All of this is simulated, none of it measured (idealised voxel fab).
This is a process module. Its name is voxel wiring stack.
The figure presents cross-section cut, which has a width of 260 nm and is divided into square cells with an edge length of 5 nm.
Just so we're on the same page, the cross-sections are grids of square cells, and they're listed out in bands top to bottom, each band one or more rows deep. Band entry format. Leading values: height of top, height of bottom, nm. Remainder: materials in left-to-right order, each with its width in nm. Special words: "throughout" on a single material, which then fills the band edge to edge; "air", empty space. Measure heights from 0. That's the level where, below it, the as-received wafer is all one material. The lowest band is bottomless and extends downward; write it as in "top 0, no bottom". You'd read "30..40" like this: the band's top row of cells is as wide as the first number, its bottom row is as wide as the second, and going down, every row changes width by the same amount as the row before did. For the purposes of this document, the phrase "no change occurred" attached to a step denotes that no cell within the cross-section was modified by that step. Reported under the label "Enclosed void list" are the empty spaces having no open way to the top and comprising 8 cells or more; the notation for each is width x height at distance, in which the distance is measured from the left edge and all three values are in nm. It should be noted that, on the line of a given step, the content following the step's settings is a remark produced by the simulator itself with respect to that step. Regarding "overlay nm": on a step with a mask, it is the distance the mask lay to the right of its planned place; a negative value places it to the left.
plan:
1. RECEIVE,material Si
2. CONFORMAL_DEP,material SiO2,thk nm 15
3. DIRECTIONAL_DEP,material TiN,thk nm 5
4. DIRECTIONAL_DEP,material W,thk nm 20
5. PATTERN,tone cover,mask id METAL_1,material resist,width nm 20,pitch nm 45,thk nm 15,overlay nm 0
6. DIRECTIONAL_ETCH,etch materials W,depth nm 20
7. DIRECTIONAL_ETCH,etch materials TiN,depth nm 5
8. STRIP,etch materials resist
9. FILL_DEP,material SiO2,thk nm 10
10. CMP,height nm 40
11. CONFORMAL_DEP,material SiCN,thk nm 5
12. DIRECTIONAL_DEP,material lowk,thk nm 30
13. DIRECTIONAL_DEP,material aC,thk nm 10
14. PATTERN,tone open,mask id METAL_2_HOLES,material resist,width nm 15,pitch nm 90,thk nm 30,overlay nm 0
15. DIRECTIONAL_ETCH,etch materials aC,depth nm 10
16. STRIP,etch materials resist
17. DIRECTIONAL_ETCH,etch materials lowk,depth nm 30
18. STRIP,etch materials aC
19. PATTERN,tone open,mask id METAL_2,material resist,width nm 20,pitch nm 45,thk nm 15,overlay nm 0
20. DIRECTIONAL_ETCH,etch materials lowk,depth nm 20
21. DIRECTIONAL_ETCH,etch materials SiCN,depth nm 5
22. STRIP,etch materials resist
23. CONFORMAL_DEP,material TiN,thk nm 5
24. FILL_DEP,material Ru,thk nm 5
25. CMP,height nm 75
26. CONFORMAL_DEP,material SiCN,thk nm 5
27. DIRECTIONAL_DEP,material lowk,thk nm 10
28. DIRECTIONAL_DEP,material aC,thk nm 15
29. PATTERN,tone open,mask id PLUG_2,material resist,width nm 15,pitch nm 45,thk nm 30,overlay nm 0
30. DIRECTIONAL_ETCH,etch materials aC,depth nm 15
31. STRIP,etch materials resist
32. DIRECTIONAL_ETCH,etch materials lowk,depth nm 10
33. DIRECTIONAL_ETCH,etch materials SiCN,depth nm 5
34. STRIP,etch materials aC
35. CONFORMAL_DEP,material TiN,thk nm 5
36. FILL_DEP,material Ru,thk nm 10
37. CMP,height nm 90
38. DIRECTIONAL_DEP,material TiN,thk nm 5
39. DIRECTIONAL_DEP,material W,thk nm 15
40. PATTERN,tone cover,mask id METAL_3,material resist,width nm 20,pitch nm 45,thk nm 15,overlay nm 0
41. DIRECTIONAL_ETCH,etch materials W,depth nm 15
42. DIRECTIONAL_ETCH,etch materials TiN,depth nm 5
43. STRIP,etch materials resist
44. FILL_DEP,material lowk,thk nm 5
45. CMP,height nm 110
46. CONFORMAL_DEP,material SiN,thk nm 5
Cross-section of the wafer at receipt, which is the condition after step 1:
    top 0, no bottom  Si throughout
    Enclosed void list: none
Run as planned - first of the two wafers cross-sectioned at the end of the module:
    top 115, bottom 110  SiN throughout
    top 110, bottom 95  lowk=50; W=20; lowk=25; W=20; lowk=25; W=20; lowk=25; W=20; lowk=55
    top 95, bottom 90  lowk=50; TiN=20; lowk=25; TiN=20; lowk=25; TiN=20; lowk=25; TiN=20; lowk=55
    top 90, bottom 80  lowk=50; TiN=5; Ru=5; TiN=5; lowk=30; TiN=5; Ru=5; TiN=5; lowk=30; TiN=5; Ru=5; TiN=5; lowk=30; TiN=5; Ru=5; TiN=5; lowk=60
    top 80, bottom 75  SiCN=50; TiN=15; SiCN=30; TiN=15; SiCN=30; TiN=15; SiCN=30; TiN=15; SiCN=60
    top 75, bottom 60  lowk=50; TiN=5; Ru=10; TiN=5; lowk=25; TiN=5; Ru=10; TiN=5; lowk=25; TiN=5; Ru=10; TiN=5; lowk=25; TiN=5; Ru=10; TiN=5; lowk=55
    top 60, bottom 55  lowk=50; TiN=5; Ru=5; TiN=10; lowk=25; TiN=20; lowk=25; TiN=5; Ru=5; TiN=10; lowk=25; TiN=20; lowk=55
    top 55, bottom 45  lowk=50; TiN=5; Ru=5; TiN=5; lowk=75; TiN=5; Ru=5; TiN=5; lowk=105
    top 45, bottom 40  SiCN=50; TiN=15; SiCN=75; TiN=15; SiCN=105
    top 40, bottom 20  SiO2=50; W=20; SiO2=25; W=20; SiO2=25; W=20; SiO2=25; W=20; SiO2=55
    top 20, bottom 15  SiO2=50; TiN=20; SiO2=25; TiN=20; SiO2=25; TiN=20; SiO2=25; TiN=20; SiO2=55
    top 15, bottom 0  SiO2 throughout
    top 0, no bottom  Si throughout
    Enclosed void list: none
Cross-sectional view: second of two wafers, end of module; start and plan identical to the first, one mistake in running:
    top 115, bottom 110  SiN throughout
    top 110, bottom 95  lowk=50; W=20; lowk=25; W=20; lowk=25; W=20; lowk=25; W=20; lowk=55
    top 95, bottom 90  lowk=50; TiN=20; lowk=25; TiN=20; lowk=25; TiN=20; lowk=25; TiN=20; lowk=55
    top 90, bottom 85  TiN=55; Ru=5; TiN=40; Ru=5; TiN=40; Ru=5; TiN=40; Ru=5; TiN=65
    top 85, bottom 75  lowk=50; TiN=5; Ru=5; TiN=5; lowk=30; TiN=5; Ru=5; TiN=5; lowk=30; TiN=5; Ru=5; TiN=5; lowk=30; TiN=5; Ru=5; TiN=5; lowk=60
    top 75, bottom 70  SiCN=50; TiN=15; SiCN=30; TiN=15; SiCN=30; TiN=15; SiCN=30; TiN=15; SiCN=60
    top 70, bottom 60  lowk=50; TiN=5; Ru=10; TiN=5; lowk=25; TiN=5; Ru=10; TiN=5; lowk=25; TiN=5; Ru=10; TiN=5; lowk=25; TiN=5; Ru=10; TiN=5; lowk=55
    top 60, bottom 55  lowk=50; TiN=5; Ru=5; TiN=10; lowk=25; TiN=20; lowk=25; TiN=5; Ru=5; TiN=10; lowk=25; TiN=20; lowk=55
    top 55, bottom 45  lowk=50; TiN=5; Ru=5; TiN=5; lowk=75; TiN=5; Ru=5; TiN=5; lowk=105
    top 45, bottom 40  SiCN=50; TiN=15; SiCN=75; TiN=15; SiCN=105
    top 40, bottom 20  SiO2=50; W=20; SiO2=25; W=20; SiO2=25; W=20; SiO2=25; W=20; SiO2=55
    top 20, bottom 15  SiO2=50; TiN=20; SiO2=25; TiN=20; SiO2=25; TiN=20; SiO2=25; TiN=20; SiO2=55
    top 15, bottom 0  SiO2 throughout
    top 0, no bottom  Si throughout
    Enclosed void list: none
The mistake made against the process plan was this: step 25 went in with a setting other than planned; the actual run was CMP,height nm 70
Final difference in cells, second wafer against first, listed per material as more or fewer: 4 fewer of Ru, 40 more of TiN, 36 fewer of lowk
